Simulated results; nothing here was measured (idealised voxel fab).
Title: Process Module voxel released beams
The figure presents cross-section cut, which has a width of 290 nm and is divided into square cells with an edge length of 5 nm.
Cross-section, as written here: a square-cell grid given band by band from the top down, where a band holds one or more rows of cells.
Top height, bottom height, nm. Materials left to right, width each, nm. Single material + "all across" = fills band edge to edge. "empty" = empty.
Beneath 0, the wafer as received is one material, and that level is where height counting begins. The lowest band goes on downward without a bottom; it is written like "z 0 and below".
With a width like "30 to 40", each row of cells in the band differs from the next by the same amount, the top row carrying the first number and the bottom row the second.
Step note "nothing was modified" = no cross-section cell changed.
The list in "Fully sealed cavities" covers empty spaces of 8 cells or more that cannot reach the top through any open way, and it gives each as width x height at distance; the distance is from the left edge, and width, height and distance are in nm.
after a step's settings: what the simulator itself notes on the step
A step line may carry the setting "overlay nm", which, for steps involving a mask, states the distance by which the mask lay to the right of its intended position; negative values denote displacement to the left.

-- Set out below are the planned steps of the process
- 1: RECEIVE (material Si)
- 2: CONFORMAL_DEP (material SiN; thk nm 10)
- 3: DIRECTIONAL_DEP (material SiO2; thk nm 20)
- 4: MASKED_ETCH (tone open; mask id ANCHOR; width nm 35; etch materials SiO2; depth nm 20; overlay nm 0)
- 5: CONFORMAL_DEP (material polySi; thk nm 10)
- 6: MASKED_ETCH (tone cover; mask id BEAM; width nm 90; etch materials polySi; depth nm 10; overlay nm 0)
- 7: STRIP (etch materials SiO2)

-- Cross-section of the wafer at receipt, which is the condition after step 1
- z 0 and below | Si all across
- Fully sealed cavities: none

-- Cross-section, first of two wafers, end of module, run as planned
- z 40 to 30 | empty 95 nm  polySi 15 nm  empty 15 nm  polySi 60 nm  empty 105 nm
- z 30 to 20 | empty 100 nm  polySi 10 nm  empty 15 nm  polySi 10 nm  empty 155 nm
- z 20 to 10 | empty 100 nm  polySi 35 nm  empty 155 nm
- z 10 to 0 | SiN all across
- z 0 and below | Si all across
- Fully sealed cavities: none

-- Cross-sectional image of the second wafer of the two following completion of the module. Starting state and process plan were the same as for the first wafer; one execution error occurred
- z 30 to 10 | empty 100 nm  polySi 10 nm  empty 15 nm  polySi 10 nm  empty 155 nm
- z 10 to 0 | SiN all across
- z 0 and below | Si all across
- Fully sealed cavities: none
What was the processing mistake? step 6 off recipe, ran as MASKED_ETCH (tone open; mask id BEAM; width nm 90; etch materials polySi; depth nm 10; overlay nm 0)
Wafer comparison, final, in cells, second relative to first, materials more or fewer: -36 polySi
